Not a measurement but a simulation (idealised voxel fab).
Proc. module: voxel wiring stack
Cross-section cut spans 255 nm and uses square cells 5 nm in size.
In what follows, cross-sections appear as grids of square cells, described through bands that run from the top down, where every band is one or more rows of cells.
The band entry comprises the height of the band's top followed by the height of its bottom, expressed in nm, and subsequently the band's materials from left to right, each stated together with its width in nm. Where a single material is marked with the word "full width", that material fills the band from edge to edge. The word "air" represents empty space.
Convention: height 0 is the level below which the wafer, as received, is all one material. The lowest band does not terminate at the bottom but continues downward, represented as "0 down".
Read "30->40" as a graded width: first number on top, second number at the bottom, same change between each pair of neighbouring rows.
You'll sometimes find "changes: none" written for a step, and that's the way of saying that nowhere in the cross-section did a cell change during that step.
So "Encapsulated voids" is basically the list of trapped voids: any empty space of 8 cells or more that can't reach the top through an opening. They're written width x height at distance, the distance being from the left edge, and it's all nm.
Heads up: the bit after the settings on a step's line is the simulator's remark on that step.
The line of a step may include "overlay nm". On a step with a mask, this value is how far to the right of its planned place the mask lay. A negative value means the mask lay to the left.
Planned process steps:
step 1: RECEIVE [material Si]
step 2: CONFORMAL_DEP [material SiO2] [thk nm 10]
step 3: CONFORMAL_DEP [material SiCN] [thk nm 5]
step 4: DIRECTIONAL_DEP [material SiO2] [thk nm 20]
step 5: DIRECTIONAL_DEP [material aC] [thk nm 10]
step 6: PATTERN [tone open] [mask id METAL_1] [material resist] [width nm 30] [pitch nm 55] [thk nm 30] [overlay nm 0]
step 7: DIRECTIONAL_ETCH [etch materials aC] [depth nm 10]
step 8: STRIP [etch materials resist]
step 9: DIRECTIONAL_ETCH [etch materials SiO2] [depth nm 20]
step 10: DIRECTIONAL_ETCH [etch materials SiCN] [depth nm 5]
step 11: STRIP [etch materials aC]
step 12: CONFORMAL_DEP [material TiN] [thk nm 5]
step 13: FILL_DEP [material Ru] [thk nm 10]
step 14: CMP [height nm 35]
step 15: CONFORMAL_DEP [material SiCN] [thk nm 5]
step 16: DIRECTIONAL_DEP [material lowk] [thk nm 20]
step 17: DIRECTIONAL_DEP [material aC] [thk nm 15]
step 18: PATTERN [tone open] [mask id PLUG_1] [material resist] [width nm 15] [thk nm 35] [overlay nm 0]
step 19: DIRECTIONAL_ETCH [etch materials aC] [depth nm 15]
step 20: STRIP [etch materials resist]
step 21: DIRECTIONAL_ETCH [etch materials lowk] [depth nm 20]
step 22: DIRECTIONAL_ETCH [etch materials SiCN] [depth nm 5]
step 23: STRIP [etch materials aC]
step 24: CONFORMAL_DEP [material TiN] [thk nm 5]
step 25: FILL_DEP [material Cu] [thk nm 10]
step 26: CMP [height nm 60]
step 27: CONFORMAL_DEP [material SiN] [thk nm 5]
step 28: DIRECTIONAL_DEP [material SiO2] [thk nm 25]
step 29: MASKED_ETCH [tone open] [mask id METAL_2] [width nm 30] [pitch nm 55] [etch materials SiO2] [depth nm 25] [overlay nm 0]
step 30: MASKED_ETCH [tone open] [mask id METAL_2] [width nm 30] [pitch nm 55] [etch materials SiN] [depth nm 5] [overlay nm 0]
step 31: CONFORMAL_DEP [material TiN] [thk nm 5]
step 32: FILL_DEP [material Ru] [thk nm 5]
step 33: CMP [height nm 90]
step 34: CONFORMAL_DEP [material SiN] [thk nm 5]
Cross-sectional view of the wafer in its as-received condition, corresponding to the state after step 1:
* 0 down: Si full width
* Encapsulated voids: none
Below is the wafer in cross-section after the module was completed. It began from the starting point shown above and followed the plan shown above, except that one mistake was made while running it:
* 95 to 90: SiN full width
* 90 to 65: 85 SiO2, 5 TiN, 20 SiN, 5 TiN, 25 SiO2, 5 TiN, 20 SiN, 5 TiN, 85 SiO2
* 65 to 60: 85 SiN, 30 TiN, 25 SiN, 30 TiN, 85 SiN
* 60 to 40: 85 lowk, 5 TiN, 5 Cu, 5 TiN, 155 lowk
* 40 to 35: 85 SiCN, 15 TiN, 155 SiCN
* 35 to 15: 85 SiO2, 5 TiN, 20 Ru, 5 TiN, 25 SiO2, 5 TiN, 20 Ru, 5 TiN, 85 SiO2
* 15 to 10: 85 SiCN, 30 TiN, 25 SiCN, 30 TiN, 85 SiCN
* 10 to 0: SiO2 full width
* 0 down: Si full width
* Encapsulated voids: none
Against the plan, the run slipped here: step 32 ran differently from the plan; actual operation with settings: FILL_DEP [material SiN] [thk nm 5]
